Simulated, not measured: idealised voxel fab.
The name of this process module is voxel fin reveal.
In the cross-section labelled cut, the width is 215 nm and each square cell is 5 nm.
A cross-section is written here as square cells arranged in a grid, and it is given in bands from the top down, each band taking up one or more rows of cells. The band entry comprises the height of the band's top followed by the height of its bottom, expressed in nm, and subsequently the band's materials from left to right, each stated together with its width in nm. Where a single material is marked with the word "throughout", that material fills the band from edge to edge. The word "air" represents empty space. Heights are reckoned from 0. Under this level, the received wafer is all of one material. The bottommost band is open-ended downward, for example "top 0, no bottom". Graded width ("30->40"): value in top row of band = first number; value in bottom row = second number; row-to-row change constant. "no modifications" -> step changed no cross-section cell. "Enclosed internal cavities" enumerates empty spaces isolated from the top, with no open way to it, that contain at least 8 cells, giving each as width x height at distance from the left edge, all three in nm. Read whatever lies past the settings on a step's line as the simulator's own remark about the step. The line of a step may include "overlay nm". On a step with a mask, this value is how far to the right of its planned place the mask lay. A negative value means the mask lay to the left.
Below is the list of planned process steps
| 1 | RECEIVE with material Si |
| 2 | CONFORMAL_DEP with material SiN, thk nm 5 |
| 3 | PATTERN with tone cover, mask id FINS, material resist, width nm 15, pitch nm 45, thk nm 15, overlay nm 0 |
| 4 | DIRECTIONAL_ETCH with etch materials SiN, depth nm 5 |
| 5 | DIRECTIONAL_ETCH with etch materials Si, depth nm 30 |
| 6 | STRIP with etch materials resist |
| 7 | FILL_DEP with material SiO2, thk nm 10 |
| 8 | CMP with height nm 5 |
| 9 | SELECTIVE_ETCH with etch materials SiO2, depth nm 10 |
| 10 | STRIP with etch materials SiN |
The value of depth nm given for step 9 in the plan refers to the first wafer; the wafers vary in this setting and are alike at the start.
Incoming state of the first of several wafers in cross-section: after step 1
* top 0, no bottom = Si throughout
* Enclosed internal cavities: none
First wafer at the end, after step 10
* top 0, bottom -5 = air=75 / Si=15 / air=30 / Si=15 / air=80
* top -5, bottom -30 = SiO2=75 / Si=15 / SiO2=30 / Si=15 / SiO2=80
* top -30, no bottom = Si throughout
* Enclosed internal cavities: none
Wafer cross-section (last wafer, module end)
* top 0, bottom -30 = air=75 / Si=15 / air=30 / Si=15 / air=80
* top -30, no bottom = Si throughout
* Enclosed internal cavities: none
Row per wafer, end-of-module: cell gain (+)/loss (-) by material since the wafer came in, then closed voids
depth nm 10, -222 Si, +185 SiO2, Enclosed internal cavities: none
depth nm 15, -222 Si, +148 SiO2, Enclosed internal cavities: none
depth nm 20, -222 Si, +111 SiO2, Enclosed internal cavities: none
depth nm 25, -222 Si, +74 SiO2, Enclosed internal cavities: none
depth nm 30, -222 Si, +37 SiO2, Enclosed internal cavities: none
depth nm 35, -222 Si, Enclosed internal cavities: none
